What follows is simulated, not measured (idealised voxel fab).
This section sets out a process module, namely voxel fin reveal.
This is section cut - it's 205 nm across, gridded in 5 nm square cells.
Cross-section = grid of square cells, listed top down in bands; band = one or more rows. Look at the band entry: it leads with the top's height and the bottom's height in nm. Then it lists the materials left to right, with a width in nm for each. The word "throughout" on a single material says that material fills the band edge to edge. The word "empty" is empty space. Note: height 0 marks the level under which the wafer is uniformly one material as received. Lowest band unbounded below, written "0..down". Width spec "30->40" -> top row of cells at first value, bottom row at second value, equal per-row change in between. Step marked "no modifications"? Then no cell in the cross-section changed in it. Any empty space of 8 cells or more lacking an open way to the top shows up in "Listed closed voids" as width x height at distance, distance from the left edge, in nm. Note: text after step settings on the step line = simulator remark on that step. overlay nm: right-of-plan distance of the mask on a masked step; negative values mean left-of-plan.
These are the steps we planned for the process:
1: RECEIVE, material Si
2: CONFORMAL_DEP, material SiN, thk nm 5
3: DIRECTIONAL_DEP, material aC, thk nm 10
4: PATTERN, tone cover, mask id FINS, material resist, width nm 15, pitch nm 45, thk nm 30, overlay nm -15
5: DIRECTIONAL_ETCH, etch materials aC, depth nm 10
6: STRIP, etch materials resist
7: DIRECTIONAL_ETCH, etch materials SiN, depth nm 5
8: DIRECTIONAL_ETCH, etch materials Si, depth nm 35
9: STRIP, etch materials aC
10: FILL_DEP, material SiO2, thk nm 15
11: CMP, height nm 5
12: SELECTIVE_ETCH, etch materials SiO2, depth nm 15
13: STRIP, etch materials SiN
14: CONFORMAL_DEP, material HfO2, thk nm 5
It is noted that the wafers described herein are identical at the outset and are distinguished by the overlay nm of step 4; the value stated in the plan corresponds to the first wafer.
As received, i.e. after step 1: cross-section through the first of several wafers:
  0..down  Si throughout
  Listed closed voids: none
Once step 14, the last step, is complete, the module is at its end; this is the cross-section of the first of several wafers:
  5..0  30 nm empty / 25 nm HfO2 / 20 nm empty / 25 nm HfO2 / 20 nm empty / 25 nm HfO2 / 60 nm empty
  0..-5  30 nm empty / 5 nm HfO2 / 15 nm Si / 5 nm HfO2 / 20 nm empty / 5 nm HfO2 / 15 nm Si / 5 nm HfO2 / 20 nm empty / 5 nm HfO2 / 15 nm Si / 5 nm HfO2 / 60 nm empty
  -5..-10  35 nm HfO2 / 15 nm Si / 30 nm HfO2 / 15 nm Si / 30 nm HfO2 / 15 nm Si / 65 nm HfO2
  -10..-35  35 nm SiO2 / 15 nm Si / 30 nm SiO2 / 15 nm Si / 30 nm SiO2 / 15 nm Si / 65 nm SiO2
  -35..down  Si throughout
  Listed closed voids: none
Cross-sectional depiction of the last of several wafers upon completion of the module:
  5..0  60 nm empty / 25 nm HfO2 / 20 nm empty / 25 nm HfO2 / 20 nm empty / 25 nm HfO2 / 30 nm empty
  0..-5  60 nm empty / 5 nm HfO2 / 15 nm Si / 5 nm HfO2 / 20 nm empty / 5 nm HfO2 / 15 nm Si / 5 nm HfO2 / 20 nm empty / 5 nm HfO2 / 15 nm Si / 5 nm HfO2 / 30 nm empty
  -5..-10  65 nm HfO2 / 15 nm Si / 30 nm HfO2 / 15 nm Si / 30 nm HfO2 / 15 nm Si / 35 nm HfO2
  -10..-35  65 nm SiO2 / 15 nm Si / 30 nm SiO2 / 15 nm Si / 30 nm SiO2 / 15 nm Si / 35 nm SiO2
  -35..down  Si throughout
  Listed closed voids: none
Note: the following table is arranged by wafer, a row apiece. Each row reports the end-of-module state: per material, cells gained (+) or cells lost (-) compared with the wafer as received; closed voids follow:
overlay nm -15 | +53 HfO2 | -224 Si | +160 SiO2 | Listed closed voids: none
overlay nm -10 | +53 HfO2 | -224 Si | +160 SiO2 | Listed closed voids: none
overlay nm -5 | +53 HfO2 | -224 Si | +160 SiO2 | Listed closed voids: none
overlay nm 0 | +53 HfO2 | -224 Si | +160 SiO2 | Listed closed voids: none
overlay nm 5 | +53 HfO2 | -224 Si | +160 SiO2 | Listed closed voids: none
overlay nm 10 | +53 HfO2 | -224 Si | +160 SiO2 | Listed closed voids: none
overlay nm 15 | +53 HfO2 | -224 Si | +160 SiO2 | Listed closed voids: none
